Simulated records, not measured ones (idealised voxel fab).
The process module that follows is named voxel gate over fins.
This is section cut - it's 155 nm across, gridded in 5 nm square cells.
Throughout this document, each cross-section is represented as a grid of square cells and is presented as a sequence of bands enumerated from the top downward, where a band comprises one or more rows of cells.
Top, bottom (nm), then materials left to right with widths (nm); lone material tagged "edge to edge" fills the whole band edge to edge; "empty" = empty space.
Heights are expressed relative to 0, this being the level below which the as-received wafer comprises one material exclusively. The lowest band is unbounded in the downward direction and is denoted as in "top 0, no bottom".
A two-number width, for instance "30..40", indicates that the width is equal to the first number in the top row of the band and to the second number in the bottom row, and that it changes by a constant amount per row of cells.
Step note "left unchanged" = no cross-section cell changed.
"Enclosed internal cavities" - sealed voids, min. 8 cells, no opening to top; format: width x height at distance (distance from left edge; nm throughout).
Step line, after settings: the simulator's comment on this step.
overlay nm: where the mask lay relative to plan, measured to the right, on steps with a mask; negatives go left.
THESE ARE THE STEPS WE PLANNED FOR THE PROCESS
1) RECEIVE (material Si)
2) CONFORMAL_DEP (material SiN; thk nm 5)
3) MASKED_ETCH (tone cover; mask id FINS; width nm 15; pitch nm 50; etch materials SiN; depth nm 5; overlay nm 0)
4) MASKED_ETCH (tone cover; mask id FINS; width nm 15; pitch nm 50; etch materials Si; depth nm 30; overlay nm 0)
5) FILL_DEP (material SiO2; thk nm 5)
6) CMP (height nm 5)
7) DIRECTIONAL_DEP (material aC; thk nm 10)
8) PATTERN (tone open; mask id RAIL; material resist; width nm 15; thk nm 30; overlay nm 0)
9) DIRECTIONAL_ETCH (etch materials aC; depth nm 10)
10) STRIP (etch materials resist)
11) DIRECTIONAL_ETCH (etch materials SiO2; depth nm 30)
12) STRIP (etch materials aC)
13) CONFORMAL_DEP (material TiN; thk nm 5)
14) FILL_DEP (material W; thk nm 10)
15) CMP (height nm 5)
16) SELECTIVE_ETCH (etch materials W Ru TiN; depth nm 20)
17) FILL_DEP (material SiO2; thk nm 5)
18) CMP (height nm 5)
19) SELECTIVE_ETCH (etch materials SiO2; depth nm 15)
20) STRIP (etch materials SiN)
21) CONFORMAL_DEP (material HfO2; thk nm 5)
22) CONFORMAL_DEP (material TiN; thk nm 5)
23) FILL_DEP (material W; thk nm 10)
24) CMP (height nm 15)
25) CONFORMAL_DEP (material SiCN; thk nm 10)
CROSS-SECTION OF THE WAFER UPON ARRIVAL, REPRESENTING THE STATE REACHED AFTER STEP 1
  top 0, no bottom | Si edge to edge
  Enclosed internal cavities: none
WAFER AT MODULE END, IN SECTION. BEGAN AS ABOVE, PLANNED AS ABOVE, RUN WITH ONE MISTAKE
  top 25, bottom 15 | SiCN edge to edge
  top 15, bottom 10 | W edge to edge
  top 10, bottom 5 | 10 W | 35 TiN | 15 W | 35 TiN | 15 W | 35 TiN | 10 W
  top 5, bottom 0 | 10 W | 5 TiN | 25 HfO2 | 5 TiN | 15 W | 5 TiN | 25 HfO2 | 5 TiN | 15 W | 5 TiN | 25 HfO2 | 5 TiN | 10 W
  top 0, bottom -5 | 15 TiN | 5 HfO2 | 15 Si | 5 HfO2 | 25 TiN | 5 HfO2 | 15 Si | 5 HfO2 | 25 TiN | 5 HfO2 | 15 Si | 5 HfO2 | 15 TiN
  top -5, bottom -10 | 20 HfO2 | 15 Si | 35 HfO2 | 15 Si | 35 HfO2 | 15 Si | 20 HfO2
  top -10, bottom -15 | 20 SiO2 | 15 Si | 35 SiO2 | 15 Si | 35 SiO2 | 15 Si | 20 SiO2
  top -15, bottom -20 | 15 W | 5 TiN | 15 Si | 10 TiN | 15 SiO2 | 10 TiN | 15 Si | 5 TiN | 25 W | 5 TiN | 15 Si | 5 TiN | 15 W
  top -20, bottom -25 | 20 TiN | 15 Si | 10 TiN | 15 SiO2 | 10 TiN | 15 Si | 35 TiN | 15 Si | 20 TiN
  top -25, bottom -30 | 20 SiO2 | 15 Si | 35 SiO2 | 15 Si | 35 SiO2 | 15 Si | 20 SiO2
  top -30, no bottom | Si edge to edge
  Enclosed internal cavities: none
The plan and the run diverged here: so step 8 ended up running with a different setting than we planned, it ran as PATTERN (tone cover; mask id RAIL; material resist; width nm 15; thk nm 30; overlay nm 0)
